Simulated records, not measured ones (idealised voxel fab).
process module | voxel capacitor over wiring
cross-section cut | 275 nm wide | cells 5 nm
A cross-section is a grid of square cells, given in bands from the top down. A band is one or more rows of cells.
Each band's line starts with the height of the band's top and of its bottom, in nm. Then come its materials from left to right, each with its width in nm. One material with "throughout" fills the band from edge to edge. "air" is empty space.
Height 0 is the level under which the wafer as received is all one material. The lowest band goes on downwards, as in "0 down".
A width such as "30 to 40" changes by the same amount from each row of cells to the next, from the band's top row to its bottom row.
"no change" after a step means that no cell of the cross-section changed.
closed voids: empty space of 8 cells or more with no open way to the top, each as width x height at its distance from the left edge, in nm
after a step's settings: what the simulator itself notes on the step
overlay nm, on a step with a mask: how far to the right of its planned place the mask lay; to the left if negative
Each pair below shows a cross-section before one step and the cross-section after it, down to the lowest band that changed. The line under each pair gives the step between them, with its settings. The pairs can come from different runs of this module on the same starting wafer, so a pair continues from the pair above only where its "before" says so.
before
  0 down: Si throughout
  closed voids: none
after
  15 to 0: SiO2 throughout
  below 0: unchanged
  closed voids: none
the step between: op CONFORMAL_DEP | material SiO2 | thk nm 15
before: the cross-section after the pair above
after
  20 to 15: SiN throughout
  below 15: unchanged
  closed voids: none
the step between: op CONFORMAL_DEP | material SiN | thk nm 5
before: the cross-section after the pair above
after
  40 to 20: SiO2 throughout
  below 20: unchanged
  closed voids: none
the step between: op DIRECTIONAL_DEP | material SiO2 | thk nm 20
before: the cross-section after the pair above
after
  40 to 20: SiO2 90 | air 20 | SiO2 50 | air 20 | SiO2 95
  below 20: unchanged
  closed voids: none
the step between: op MASKED_ETCH | tone open | mask id METAL_1 | width nm 20 | pitch nm 70 | etch materials SiO2 | depth nm 20 | overlay nm 0
before: the cross-section after the pair above
after
  40 to 20: SiO2 90 | air 20 | SiO2 50 | air 20 | SiO2 95
  20 to 15: SiN 90 | air 20 | SiN 50 | air 20 | SiN 95
  below 15: unchanged
  closed voids: none
the step between: op MASKED_ETCH | tone open | mask id METAL_1 | width nm 20 | pitch nm 70 | etch materials SiN | depth nm 5 | overlay nm 0
before: the cross-section after the pair above
after
  45 to 40: TiN 95 | air 10 | TiN 60 | air 10 | TiN 100
  40 to 20: SiO2 90 | TiN 5 | air 10 | TiN 5 | SiO2 50 | TiN 5 | air 10 | TiN 5 | SiO2 95
  20 to 15: SiN 90 | TiN 20 | SiN 50 | TiN 20 | SiN 95
  below 15: unchanged
  closed voids: none
the step between: op CONFORMAL_DEP | material TiN | thk nm 5
before: the cross-section after the pair above
after
  50 to 45: W throughout
  45 to 40: TiN 95 | W 10 | TiN 60 | W 10 | TiN 100
  40 to 20: SiO2 90 | TiN 5 | W 10 | TiN 5 | SiO2 50 | TiN 5 | W 10 | TiN 5 | SiO2 95
  below 20: unchanged
  closed voids: none
the step between: op FILL_DEP | material W | thk nm 5
before: the cross-section after the pair above
after
  40 to 20: SiO2 90 | TiN 5 | W 10 | TiN 5 | SiO2 50 | TiN 5 | W 10 | TiN 5 | SiO2 95
  below 20: unchanged
  closed voids: none
the step between: op CMP | height nm 40
before: the cross-section after the pair above
after
  45 to 40: SiCN throughout
  below 40: unchanged
  closed voids: none
the step between: op CONFORMAL_DEP | material SiCN | thk nm 5
before: the cross-section after the pair above
after
  55 to 45: lowk throughout
  below 45: unchanged
  closed voids: none
the step between: op DIRECTIONAL_DEP | material lowk | thk nm 10
before: the cross-section after the pair above
after
  70 to 55: resist 95 | air 15 | resist 165
  below 55: unchanged
  closed voids: none
the step between: op PATTERN | tone open | mask id PLUG_1 | material resist | width nm 15 | thk nm 15 | overlay nm 0
before: the cross-section after the pair above
after
  70 to 55: resist 95 | air 15 | resist 165
  55 to 45: lowk 95 | air 15 | lowk 165
  below 45: unchanged
  closed voids: none
the step between: op DIRECTIONAL_ETCH | etch materials lowk | depth nm 10
before: the cross-section after the pair above
after
  70 to 55: resist 95 | air 15 | resist 165
  55 to 45: lowk 95 | air 15 | lowk 165
  45 to 40: SiCN 95 | air 15 | SiCN 165
  below 40: unchanged
  closed voids: none
the step between: op DIRECTIONAL_ETCH | etch materials SiCN | depth nm 5
before: the cross-section after the pair above
after
  55 to 45: lowk 95 | air 15 | lowk 165
  below 45: unchanged
  closed voids: none
the step between: op STRIP | etch materials resist
before: the cross-section after the pair above
after
  60 to 55: TiN 100 | air 5 | TiN 170
  55 to 45: lowk 95 | TiN 5 | air 5 | TiN 5 | lowk 165
  45 to 40: SiCN 95 | TiN 15 | SiCN 165
  below 40: unchanged
  closed voids: none
the step between: op CONFORMAL_DEP | material TiN | thk nm 5
before: the cross-section after the pair above
after
  70 to 60: Cu throughout
  60 to 55: TiN 100 | Cu 5 | TiN 170
  55 to 45: lowk 95 | TiN 5 | Cu 5 | TiN 5 | lowk 165
  below 45: unchanged
  closed voids: none
the step between: op FILL_DEP | material Cu | thk nm 10
before: the cross-section after the pair above
after
  55 to 45: lowk 95 | TiN 5 | Cu 5 | TiN 5 | lowk 165
  below 45: unchanged
  closed voids: none
the step between: op CMP | height nm 55
before: the cross-section after the pair above
after
  65 to 55: TiN throughout
  below 55: unchanged
  closed voids: none
the step between: op DIRECTIONAL_DEP | material TiN | thk nm 10
before: the cross-section after the pair above
after
  70 to 65: SiN throughout
  below 65: unchanged
  closed voids: none
the step between: op DIRECTIONAL_DEP | material SiN | thk nm 5
before: the cross-section after the pair above
after
  80 to 70: TiN throughout
  below 70: unchanged
  closed voids: none
the step between: op DIRECTIONAL_DEP | material TiN | thk nm 10
before: the cross-section after the pair above
after
  80 to 70: air 95 | TiN 55 | air 125
  below 70: unchanged
  closed voids: none
the step between: op MASKED_ETCH | tone cover | mask id UPPER_PLATE | width nm 55 | etch materials TiN | depth nm 10 | overlay nm 0
before: the cross-section after the pair above
after
  80 to 70: air 95 | TiN 55 | air 125
  70 to 65: air 95 | SiN 55 | air 125
  below 65: unchanged
  closed voids: none
the step between: op MASKED_ETCH | tone cover | mask id UPPER_PLATE | width nm 55 | etch materials SiN | depth nm 5 | overlay nm 0
before: the cross-section after the pair above
after
  80 to 70: air 95 | TiN 55 | air 125
  70 to 65: air 95 | SiN 55 | air 125
  65 to 55: air 90 | TiN 65 | air 120
  below 55: unchanged
  closed voids: none
the step between: op MASKED_ETCH | tone cover | mask id LOWER_PLATE | width nm 65 | etch materials TiN | depth nm 10 | overlay nm 0
before: the cross-section after the pair above
after
  95 to 80: SiO2 throughout
  80 to 70: SiO2 95 | TiN 55 | SiO2 125
  70 to 65: SiO2 95 | SiN 55 | SiO2 125
  65 to 55: SiO2 90 | TiN 65 | SiO2 120
  below 55: unchanged
  closed voids: none
the step between: op FILL_DEP | material SiO2 | thk nm 15
before: the cross-section after the pair above
after
  90 to 80: SiO2 throughout
  below 80: unchanged
  closed voids: none
the step between: op CMP | height nm 90
before: the cross-section after the pair above
after
  90 to 80: SiO2 105 | air 15 | SiO2 155
  below 80: unchanged
  closed voids: none
the step between: op MASKED_ETCH | tone open | mask id PLUG_2 | width nm 15 | etch materials SiO2 | depth nm 10 | overlay nm 0
before: the cross-section after the pair above
after
  95 to 90: TiN 110 | air 5 | TiN 160
  90 to 85: SiO2 105 | TiN 5 | air 5 | TiN 5 | SiO2 155
  85 to 80: SiO2 105 | TiN 15 | SiO2 155
  below 80: unchanged
  closed voids: none
the step between: op CONFORMAL_DEP | material TiN | thk nm 5
before: the cross-section after the pair above
after
  105 to 95: W throughout
  95 to 90: TiN 110 | W 5 | TiN 160
  90 to 85: SiO2 105 | TiN 5 | W 5 | TiN 5 | SiO2 155
  below 85: unchanged
  closed voids: none
the step between: op FILL_DEP | material W | thk nm 10
before: the cross-section after the pair above
after
  90 to 85: SiO2 105 | TiN 5 | W 5 | TiN 5 | SiO2 155
  below 85: unchanged
  closed voids: none
the step between: op CMP | height nm 90
before: the cross-section after the pair above
after
  95 to 90: SiN throughout
  below 90: unchanged
  closed voids: none
the step between: op CONFORMAL_DEP | material SiN | thk nm 5
before
  65 to 55: TiN throughout
  55 to 45: lowk 95 | TiN 5 | Cu 5 | TiN 5 | lowk 165
  45 to 40: SiCN 95 | TiN 15 | SiCN 165
  40 to 20: SiO2 90 | TiN 5 | W 10 | TiN 5 | SiO2 50 | TiN 5 | W 10 | TiN 5 | SiO2 95
  20 to 15: SiN 90 | TiN 20 | SiN 50 | TiN 20 | SiN 95
  15 to 0: SiO2 throughout
  0 down: Si throughout
  closed voids: none
after
  75 to 55: TiN throughout
  below 55: unchanged
  closed voids: none
the step between: op DIRECTIONAL_DEP | material TiN | thk nm 10
before: the cross-section after the pair above
after
  75 to 65: air 95 | TiN 55 | air 125
  below 65: unchanged
  closed voids: none
the step between: op MASKED_ETCH | tone cover | mask id UPPER_PLATE | width nm 55 | etch materials TiN | depth nm 10 | overlay nm 0
before: the cross-section after the pair above
after
  75 to 65: air 95 | TiN 55 | air 125
  65 to 55: air 90 | TiN 65 | air 120
  below 55: unchanged
  closed voids: none
the step between: op MASKED_ETCH | tone cover | mask id LOWER_PLATE | width nm 65 | etch materials TiN | depth nm 10 | overlay nm 0
before: the cross-section after the pair above
after
  90 to 75: SiO2 throughout
  75 to 65: SiO2 95 | TiN 55 | SiO2 125
  65 to 55: SiO2 90 | TiN 65 | SiO2 120
  below 55: unchanged
  closed voids: none
the step between: op FILL_DEP | material SiO2 | thk nm 15
before: the cross-section after the pair above
after
  90 to 80: SiO2 105 | air 15 | SiO2 155
  below 80: unchanged
  closed voids: none
the step between: op MASKED_ETCH | tone open | mask id PLUG_2 | width nm 15 | etch materials SiO2 | depth nm 10 | overlay nm 0
before: the cross-section after the pair above
after
  95 to 90: TiN 110 | air 5 | TiN 160
  90 to 85: SiO2 105 | TiN 5 | air 5 | TiN 5 | SiO2 155
  85 to 80: SiO2 105 | TiN 15 | SiO2 155
  below 80: unchanged
  closed voids: none
the step between: op CONFORMAL_DEP | material TiN | thk nm 5
before: the cross-section after the pair above
after
  105 to 95: W throughout
  95 to 90: TiN 110 | W 5 | TiN 160
  90 to 85: SiO2 105 | TiN 5 | W 5 | TiN 5 | SiO2 155
  below 85: unchanged
  closed voids: none
the step between: op FILL_DEP | material W | thk nm 10
before: the cross-section after the pair above
after
  90 to 85: SiO2 105 | TiN 5 | W 5 | TiN 5 | SiO2 155
  below 85: unchanged
  closed voids: none
the step between: op CMP | height nm 90
before: the cross-section after the pair above
after
  95 to 90: SiN throughout
  below 90: unchanged
  closed voids: none
the step between: op CONFORMAL_DEP | material SiN | thk nm 5
before
  15 to 0: SiO2 throughout
  0 down: Si throughout
  closed voids: none
after
  30 to 0: SiO2 throughout
  below 0: unchanged
  closed voids: none
the step between: op CONFORMAL_DEP | material SiO2 | thk nm 15
before: the cross-section after the pair above
after
  35 to 30: SiN throughout
  below 30: unchanged
  closed voids: none
the step between: op CONFORMAL_DEP | material SiN | thk nm 5
before: the cross-section after the pair above
after
  55 to 35: SiO2 throughout
  below 35: unchanged
  closed voids: none
the step between: op DIRECTIONAL_DEP | material SiO2 | thk nm 20
before: the cross-section after the pair above
after
  55 to 35: SiO2 90 | air 20 | SiO2 50 | air 20 | SiO2 95
  below 35: unchanged
  closed voids: none
the step between: op MASKED_ETCH | tone open | mask id METAL_1 | width nm 20 | pitch nm 70 | etch materials SiO2 | depth nm 20 | overlay nm 0
before: the cross-section after the pair above
after
  55 to 35: SiO2 90 | air 20 | SiO2 50 | air 20 | SiO2 95
  35 to 30: SiN 90 | air 20 | SiN 50 | air 20 | SiN 95
  below 30: unchanged
  closed voids: none
the step between: op MASKED_ETCH | tone open | mask id METAL_1 | width nm 20 | pitch nm 70 | etch materials SiN | depth nm 5 | overlay nm 0
before: the cross-section after the pair above
after
  60 to 55: TiN 95 | air 10 | TiN 60 | air 10 | TiN 100
  55 to 35: SiO2 90 | TiN 5 | air 10 | TiN 5 | SiO2 50 | TiN 5 | air 10 | TiN 5 | SiO2 95
  35 to 30: SiN 90 | TiN 20 | SiN 50 | TiN 20 | SiN 95
  below 30: unchanged
  closed voids: none
the step between: op CONFORMAL_DEP | material TiN | thk nm 5
before: the cross-section after the pair above
after
  65 to 60: W throughout
  60 to 55: TiN 95 | W 10 | TiN 60 | W 10 | TiN 100
  55 to 35: SiO2 90 | TiN 5 | W 10 | TiN 5 | SiO2 50 | TiN 5 | W 10 | TiN 5 | SiO2 95
  below 35: unchanged
  closed voids: none
the step between: op FILL_DEP | material W | thk nm 5
before: the cross-section after the pair above
after
  40 to 35: SiO2 90 | TiN 5 | W 10 | TiN 5 | SiO2 50 | TiN 5 | W 10 | TiN 5 | SiO2 95
  below 35: unchanged
  closed voids: none
the step between: op CMP | height nm 40
before: the cross-section after the pair above
after
  45 to 40: SiCN throughout
  below 40: unchanged
  closed voids: none
the step between: op CONFORMAL_DEP | material SiCN | thk nm 5
before: the cross-section after the pair above
after
  55 to 45: lowk throughout
  below 45: unchanged
  closed voids: none
the step between: op DIRECTIONAL_DEP | material lowk | thk nm 10
before: the cross-section after the pair above
after
  70 to 55: resist 95 | air 15 | resist 165
  below 55: unchanged
  closed voids: none
the step between: op PATTERN | tone open | mask id PLUG_1 | material resist | width nm 15 | thk nm 15 | overlay nm 0
before: the cross-section after the pair above
after
  70 to 55: resist 95 | air 15 | resist 165
  55 to 45: lowk 95 | air 15 | lowk 165
  below 45: unchanged
  closed voids: none
the step between: op DIRECTIONAL_ETCH | etch materials lowk | depth nm 10
before: the cross-section after the pair above
after
  70 to 55: resist 95 | air 15 | resist 165
  55 to 45: lowk 95 | air 15 | lowk 165
  45 to 40: SiCN 95 | air 15 | SiCN 165
  below 40: unchanged
  closed voids: none
the step between: op DIRECTIONAL_ETCH | etch materials SiCN | depth nm 5
before: the cross-section after the pair above
after
  55 to 45: lowk 95 | air 15 | lowk 165
  below 45: unchanged
  closed voids: none
the step between: op STRIP | etch materials resist
before: the cross-section after the pair above
after
  60 to 55: TiN 100 | air 5 | TiN 170
  55 to 45: lowk 95 | TiN 5 | air 5 | TiN 5 | lowk 165
  45 to 40: SiCN 95 | TiN 15 | SiCN 165
  below 40: unchanged
  closed voids: none
the step between: op CONFORMAL_DEP | material TiN | thk nm 5
before: the cross-section after the pair above
after
  70 to 60: Cu throughout
  60 to 55: TiN 100 | Cu 5 | TiN 170
  55 to 45: lowk 95 | TiN 5 | Cu 5 | TiN 5 | lowk 165
  below 45: unchanged
  closed voids: none
the step between: op FILL_DEP | material Cu | thk nm 10
before: the cross-section after the pair above
after
  55 to 45: lowk 95 | TiN 5 | Cu 5 | TiN 5 | lowk 165
  below 45: unchanged
  closed voids: none
the step between: op CMP | height nm 55
before: the cross-section after the pair above
after
  65 to 55: TiN throughout
  below 55: unchanged
  closed voids: none
the step between: op DIRECTIONAL_DEP | material TiN | thk nm 10
before: the cross-section after the pair above
after
  70 to 65: SiN throughout
  below 65: unchanged
  closed voids: none
the step between: op DIRECTIONAL_DEP | material SiN | thk nm 5
before: the cross-section after the pair above
after
  80 to 70: TiN throughout
  below 70: unchanged
  closed voids: none
the step between: op DIRECTIONAL_DEP | material TiN | thk nm 10
before: the cross-section after the pair above
after
  80 to 70: air 95 | TiN 55 | air 125
  below 70: unchanged
  closed voids: none
the step between: op MASKED_ETCH | tone cover | mask id UPPER_PLATE | width nm 55 | etch materials TiN | depth nm 10 | overlay nm 0
before: the cross-section after the pair above
after
  80 to 70: air 95 | TiN 55 | air 125
  70 to 65: air 95 | SiN 55 | air 125
  below 65: unchanged
  closed voids: none
the step between: op MASKED_ETCH | tone cover | mask id UPPER_PLATE | width nm 55 | etch materials SiN | depth nm 5 | overlay nm 0
before: the cross-section after the pair above
after
  80 to 70: air 95 | TiN 55 | air 125
  70 to 65: air 95 | SiN 55 | air 125
  65 to 55: air 90 | TiN 65 | air 120
  below 55: unchanged
  closed voids: none
the step between: op MASKED_ETCH | tone cover | mask id LOWER_PLATE | width nm 65 | etch materials TiN | depth nm 10 | overlay nm 0
before: the cross-section after the pair above
after
  95 to 80: SiO2 throughout
  80 to 70: SiO2 95 | TiN 55 | SiO2 125
  70 to 65: SiO2 95 | SiN 55 | SiO2 125
  65 to 55: SiO2 90 | TiN 65 | SiO2 120
  below 55: unchanged
  closed voids: none
the step between: op FILL_DEP | material SiO2 | thk nm 15
before: the cross-section after the pair above
after
  90 to 80: SiO2 throughout
  below 80: unchanged
  closed voids: none
the step between: op CMP | height nm 90
before: the cross-section after the pair above
after
  90 to 80: SiO2 105 | air 15 | SiO2 155
  below 80: unchanged
  closed voids: none
the step between: op MASKED_ETCH | tone open | mask id PLUG_2 | width nm 15 | etch materials SiO2 | depth nm 10 | overlay nm 0
before: the cross-section after the pair above
after
  95 to 90: TiN 110 | air 5 | TiN 160
  90 to 85: SiO2 105 | TiN 5 | air 5 | TiN 5 | SiO2 155
  85 to 80: SiO2 105 | TiN 15 | SiO2 155
  below 80: unchanged
  closed voids: none
the step between: op CONFORMAL_DEP | material TiN | thk nm 5
before: the cross-section after the pair above
after
  105 to 95: W throughout
  95 to 90: TiN 110 | W 5 | TiN 160
  90 to 85: SiO2 105 | TiN 5 | W 5 | TiN 5 | SiO2 155
  below 85: unchanged
  closed voids: none
the step between: op FILL_DEP | material W | thk nm 10
before: the cross-section after the pair above
after
  90 to 85: SiO2 105 | TiN 5 | W 5 | TiN 5 | SiO2 155
  below 85: unchanged
  closed voids: none
the step between: op CMP | height nm 90
before: the cross-section after the pair above
after
  95 to 90: SiN throughout
  below 90: unchanged
  closed voids: none
the step between: op CONFORMAL_DEP | material SiN | thk nm 5
before
  15 to 0: SiO2 throughout
  0 down: Si throughout
  closed voids: none
after
  35 to 0: SiO2 throughout
  below 0: unchanged
  closed voids: none
the step between: op DIRECTIONAL_DEP | material SiO2 | thk nm 20
before: the cross-section after the pair above
after
  40 to 35: SiN throughout
  below 35: unchanged
  closed voids: none
the step between: op CONFORMAL_DEP | material SiN | thk nm 5
before: the cross-section after the pair above
after
  40 to 35: SiN 90 | air 20 | SiN 50 | air 20 | SiN 95
  below 35: unchanged
  closed voids: none
the step between: op MASKED_ETCH | tone open | mask id METAL_1 | width nm 20 | pitch nm 70 | etch materials SiN | depth nm 5 | overlay nm 0
before: the cross-section after the pair above
after
  45 to 40: TiN 95 | air 10 | TiN 60 | air 10 | TiN 100
  40 to 35: SiN 90 | TiN 20 | SiN 50 | TiN 20 | SiN 95
  below 35: unchanged
  closed voids: none
the step between: op CONFORMAL_DEP | material TiN | thk nm 5
before: the cross-section after the pair above
after
  50 to 45: W throughout
  45 to 40: TiN 95 | W 10 | TiN 60 | W 10 | TiN 100
  below 40: unchanged
  closed voids: none
the step between: op FILL_DEP | material W | thk nm 5
before: the cross-section after the pair above
after
  40 to 35: SiN 90 | TiN 20 | SiN 50 | TiN 20 | SiN 95
  below 35: unchanged
  closed voids: none
the step between: op CMP | height nm 40
before: the cross-section after the pair above
after
  45 to 40: SiCN throughout
  below 40: unchanged
  closed voids: none
the step between: op CONFORMAL_DEP | material SiCN | thk nm 5
before: the cross-section after the pair above
after
  55 to 45: lowk throughout
  below 45: unchanged
  closed voids: none
the step between: op DIRECTIONAL_DEP | material lowk | thk nm 10
before: the cross-section after the pair above
after
  70 to 55: resist 95 | air 15 | resist 165
  below 55: unchanged
  closed voids: none
the step between: op PATTERN | tone open | mask id PLUG_1 | material resist | width nm 15 | thk nm 15 | overlay nm 0
before: the cross-section after the pair above
after
  70 to 55: resist 95 | air 15 | resist 165
  55 to 45: lowk 95 | air 15 | lowk 165
  below 45: unchanged
  closed voids: none
the step between: op DIRECTIONAL_ETCH | etch materials lowk | depth nm 10
before: the cross-section after the pair above
after
  70 to 55: resist 95 | air 15 | resist 165
  55 to 45: lowk 95 | air 15 | lowk 165
  45 to 40: SiCN 95 | air 15 | SiCN 165
  below 40: unchanged
  closed voids: none
the step between: op DIRECTIONAL_ETCH | etch materials SiCN | depth nm 5
before: the cross-section after the pair above
after
  55 to 45: lowk 95 | air 15 | lowk 165
  below 45: unchanged
  closed voids: none
the step between: op STRIP | etch materials resist
before: the cross-section after the pair above
after
  60 to 55: TiN 100 | air 5 | TiN 170
  55 to 45: lowk 95 | TiN 5 | air 5 | TiN 5 | lowk 165
  45 to 40: SiCN 95 | TiN 15 | SiCN 165
  below 40: unchanged
  closed voids: none
the step between: op CONFORMAL_DEP | material TiN | thk nm 5
before: the cross-section after the pair above
after
  70 to 60: Cu throughout
  60 to 55: TiN 100 | Cu 5 | TiN 170
  55 to 45: lowk 95 | TiN 5 | Cu 5 | TiN 5 | lowk 165
  below 45: unchanged
  closed voids: none
the step between: op FILL_DEP | material Cu | thk nm 10
before: the cross-section after the pair above
after
  55 to 45: lowk 95 | TiN 5 | Cu 5 | TiN 5 | lowk 165
  below 45: unchanged
  closed voids: none
the step between: op CMP | height nm 55
before: the cross-section after the pair above
after
  65 to 55: TiN throughout
  below 55: unchanged
  closed voids: none
the step between: op DIRECTIONAL_DEP | material TiN | thk nm 10
before: the cross-section after the pair above
after
  70 to 65: SiN throughout
  below 65: unchanged
  closed voids: none
the step between: op DIRECTIONAL_DEP | material SiN | thk nm 5
before: the cross-section after the pair above
after
  80 to 70: TiN throughout
  below 70: unchanged
  closed voids: none
the step between: op DIRECTIONAL_DEP | material TiN | thk nm 10
before: the cross-section after the pair above
after
  80 to 70: air 95 | TiN 55 | air 125
  below 70: unchanged
  closed voids: none
the step between: op MASKED_ETCH | tone cover | mask id UPPER_PLATE | width nm 55 | etch materials TiN | depth nm 10 | overlay nm 0
before: the cross-section after the pair above
after
  80 to 70: air 95 | TiN 55 | air 125
  70 to 65: air 95 | SiN 55 | air 125
  below 65: unchanged
  closed voids: none
the step between: op MASKED_ETCH | tone cover | mask id UPPER_PLATE | width nm 55 | etch materials SiN | depth nm 5 | overlay nm 0
before: the cross-section after the pair above
after
  80 to 70: air 95 | TiN 55 | air 125
  70 to 65: air 95 | SiN 55 | air 125
  65 to 55: air 90 | TiN 65 | air 120
  below 55: unchanged
  closed voids: none
the step between: op MASKED_ETCH | tone cover | mask id LOWER_PLATE | width nm 65 | etch materials TiN | depth nm 10 | overlay nm 0
before: the cross-section after the pair above
after
  95 to 80: SiO2 throughout
  80 to 70: SiO2 95 | TiN 55 | SiO2 125
  70 to 65: SiO2 95 | SiN 55 | SiO2 125
  65 to 55: SiO2 90 | TiN 65 | SiO2 120
  below 55: unchanged
  closed voids: none
the step between: op FILL_DEP | material SiO2 | thk nm 15
before: the cross-section after the pair above
after
  90 to 80: SiO2 throughout
  below 80: unchanged
  closed voids: none
the step between: op CMP | height nm 90
before: the cross-section after the pair above
after
  90 to 80: SiO2 105 | air 15 | SiO2 155
  below 80: unchanged
  closed voids: none
the step between: op MASKED_ETCH | tone open | mask id PLUG_2 | width nm 15 | etch materials SiO2 | depth nm 10 | overlay nm 0
before: the cross-section after the pair above
after
  95 to 90: TiN 110 | air 5 | TiN 160
  90 to 85: SiO2 105 | TiN 5 | air 5 | TiN 5 | SiO2 155
  85 to 80: SiO2 105 | TiN 15 | SiO2 155
  below 80: unchanged
  closed voids: none
the step between: op CONFORMAL_DEP | material TiN | thk nm 5
before: the cross-section after the pair above
after
  105 to 95: W throughout
  95 to 90: TiN 110 | W 5 | TiN 160
  90 to 85: SiO2 105 | TiN 5 | W 5 | TiN 5 | SiO2 155
  below 85: unchanged
  closed voids: none
the step between: op FILL_DEP | material W | thk nm 10
before: the cross-section after the pair above
after
  90 to 85: SiO2 105 | TiN 5 | W 5 | TiN 5 | SiO2 155
  below 85: unchanged
  closed voids: none
the step between: op CMP | height nm 90
before: the cross-section after the pair above
after
  95 to 90: SiN throughout
  below 90: unchanged
  closed voids: none
the step between: op CONFORMAL_DEP | material SiN | thk nm 5
before
  70 to 65: SiN throughout
  65 to 55: TiN throughout
  55 to 45: lowk 95 | TiN 5 | Cu 5 | TiN 5 | lowk 165
  45 to 40: SiCN 95 | TiN 15 | SiCN 165
  40 to 20: SiO2 90 | TiN 5 | W 10 | TiN 5 | SiO2 50 | TiN 5 | W 10 | TiN 5 | SiO2 95
  20 to 15: SiN 90 | TiN 20 | SiN 50 | TiN 20 | SiN 95
  15 to 0: SiO2 throughout
  0 down: Si throughout
  closed voids: none
after
  85 to 70: TiN throughout
  below 70: unchanged
  closed voids: none
the step between: op DIRECTIONAL_DEP | material TiN | thk nm 15
before: the cross-section after the pair above
after
  85 to 75: air 95 | TiN 55 | air 125
  below 75: unchanged
  closed voids: none
the step between: op MASKED_ETCH | tone cover | mask id UPPER_PLATE | width nm 55 | etch materials TiN | depth nm 10 | overlay nm 0
before: the cross-section after the pair above
after
  85 to 75: air 95 | TiN 55 | air 125
  75 to 70: air 90 | TiN 65 | air 120
  below 70: unchanged
  closed voids: none
the step between: op MASKED_ETCH | tone cover | mask id LOWER_PLATE | width nm 65 | etch materials TiN | depth nm 10 | overlay nm 0
before: the cross-section after the pair above
after
  100 to 85: SiO2 throughout
  85 to 75: SiO2 95 | TiN 55 | SiO2 125
  75 to 70: SiO2 90 | TiN 65 | SiO2 120
  below 70: unchanged
  closed voids: none
the step between: op FILL_DEP | material SiO2 | thk nm 15
before: the cross-section after the pair above
after
  90 to 85: SiO2 throughout
  below 85: unchanged
  closed voids: none
the step between: op CMP | height nm 90
before: the cross-section after the pair above
after
  90 to 85: SiO2 105 | air 15 | SiO2 155
  below 85: unchanged
  closed voids: none
the step between: op MASKED_ETCH | tone open | mask id PLUG_2 | width nm 15 | etch materials SiO2 | depth nm 10 | overlay nm 0
before: the cross-section after the pair above
after
  95 to 90: TiN 110 | air 5 | TiN 160
  90 to 85: SiO2 105 | TiN 15 | SiO2 155
  below 85: unchanged
  closed voids: none
the step between: op CONFORMAL_DEP | material TiN | thk nm 5
before: the cross-section after the pair above
after
  105 to 95: W throughout
  95 to 90: TiN 110 | W 5 | TiN 160
  below 90: unchanged
  closed voids: none
the step between: op FILL_DEP | material W | thk nm 10
before: the cross-section after the pair above
after
  90 to 85: SiO2 105 | TiN 15 | SiO2 155
  below 85: unchanged
  closed voids: none
the step between: op CMP | height nm 90
before: the cross-section after the pair above
after
  95 to 90: SiN throughout
  below 90: unchanged
  closed voids: none
the step between: op CONFORMAL_DEP | material SiN | thk nm 5
before
  80 to 70: air 95 | TiN 55 | air 125
  70 to 65: air 95 | SiN 55 | air 125
  65 to 55: TiN throughout
  55 to 45: lowk 95 | TiN 5 | Cu 5 | TiN 5 | lowk 165
  45 to 40: SiCN 95 | TiN 15 | SiCN 165
  40 to 20: SiO2 90 | TiN 5 | W 10 | TiN 5 | SiO2 50 | TiN 5 | W 10 | TiN 5 | SiO2 95
  20 to 15: SiN 90 | TiN 20 | SiN 50 | TiN 20 | SiN 95
  15 to 0: SiO2 throughout
  0 down: Si throughout
  closed voids: none
after
  80 to 70: air 95 | TiN 55 | air 125
  70 to 65: air 95 | SiN 55 | air 125
  65 to 55: air 85 | TiN 75 | air 115
  below 55: unchanged
  closed voids: none
the step between: op MASKED_ETCH | tone cover | mask id LOWER_PLATE | width nm 75 | etch materials TiN | depth nm 10 | overlay nm 0
before: the cross-section after the pair above
after
  95 to 80: SiO2 throughout
  80 to 70: SiO2 95 | TiN 55 | SiO2 125
  70 to 65: SiO2 95 | SiN 55 | SiO2 125
  65 to 55: SiO2 85 | TiN 75 | SiO2 115
  below 55: unchanged
  closed voids: none
the step between: op FILL_DEP | material SiO2 | thk nm 15
before: the cross-section after the pair above
after
  90 to 80: SiO2 throughout
  below 80: unchanged
  closed voids: none
the step between: op CMP | height nm 90
before: the cross-section after the pair above
after
  90 to 80: SiO2 105 | air 15 | SiO2 155
  below 80: unchanged
  closed voids: none
the step between: op MASKED_ETCH | tone open | mask id PLUG_2 | width nm 15 | etch materials SiO2 | depth nm 10 | overlay nm 0
before: the cross-section after the pair above
after
  95 to 90: TiN 110 | air 5 | TiN 160
  90 to 85: SiO2 105 | TiN 5 | air 5 | TiN 5 | SiO2 155
  85 to 80: SiO2 105 | TiN 15 | SiO2 155
  below 80: unchanged
  closed voids: none
the step between: op CONFORMAL_DEP | material TiN | thk nm 5
before: the cross-section after the pair above
after
  105 to 95: W throughout
  95 to 90: TiN 110 | W 5 | TiN 160
  90 to 85: SiO2 105 | TiN 5 | W 5 | TiN 5 | SiO2 155
  below 85: unchanged
  closed voids: none
the step between: op FILL_DEP | material W | thk nm 10
before: the cross-section after the pair above
after
  90 to 85: SiO2 105 | TiN 5 | W 5 | TiN 5 | SiO2 155
  below 85: unchanged
  closed voids: none
the step between: op CMP | height nm 90
before: the cross-section after the pair above
after
  95 to 90: SiN throughout
  below 90: unchanged
  closed voids: none
the step between: op CONFORMAL_DEP | material SiN | thk nm 5
before
  55 to 45: lowk throughout
  45 to 40: SiCN throughout
  40 to 20: SiO2 90 | TiN 5 | W 10 | TiN 5 | SiO2 50 | TiN 5 | W 10 | TiN 5 | SiO2 95
  20 to 15: SiN 90 | TiN 20 | SiN 50 | TiN 20 | SiN 95
  15 to 0: SiO2 throughout
  0 down: Si throughout
  closed voids: none
after
  70 to 55: resist 90 | air 15 | resist 170
  below 55: unchanged
  closed voids: none
the step between: op PATTERN | tone open | mask id PLUG_1 | material resist | width nm 15 | thk nm 15 | overlay nm -5
before: the cross-section after the pair above
after
  70 to 55: resist 90 | air 15 | resist 170
  55 to 45: lowk 90 | air 15 | lowk 170
  below 45: unchanged
  closed voids: none
the step between: op DIRECTIONAL_ETCH | etch materials lowk | depth nm 10
before: the cross-section after the pair above
after
  70 to 55: resist 90 | air 15 | resist 170
  55 to 45: lowk 90 | air 15 | lowk 170
  45 to 40: SiCN 90 | air 15 | SiCN 170
  below 40: unchanged
  closed voids: none
the step between: op DIRECTIONAL_ETCH | etch materials SiCN | depth nm 5
before: the cross-section after the pair above
after
  55 to 45: lowk 90 | air 15 | lowk 170
  below 45: unchanged
  closed voids: none
the step between: op STRIP | etch materials resist
before: the cross-section after the pair above
after
  60 to 55: TiN 95 | air 5 | TiN 175
  55 to 45: lowk 90 | TiN 5 | air 5 | TiN 5 | lowk 170
  45 to 40: SiCN 90 | TiN 15 | SiCN 170
  below 40: unchanged
  closed voids: none
the step between: op CONFORMAL_DEP | material TiN | thk nm 5
before: the cross-section after the pair above
after
  70 to 60: Cu throughout
  60 to 55: TiN 95 | Cu 5 | TiN 175
  55 to 45: lowk 90 | TiN 5 | Cu 5 | TiN 5 | lowk 170
  below 45: unchanged
  closed voids: none
the step between: op FILL_DEP | material Cu | thk nm 10
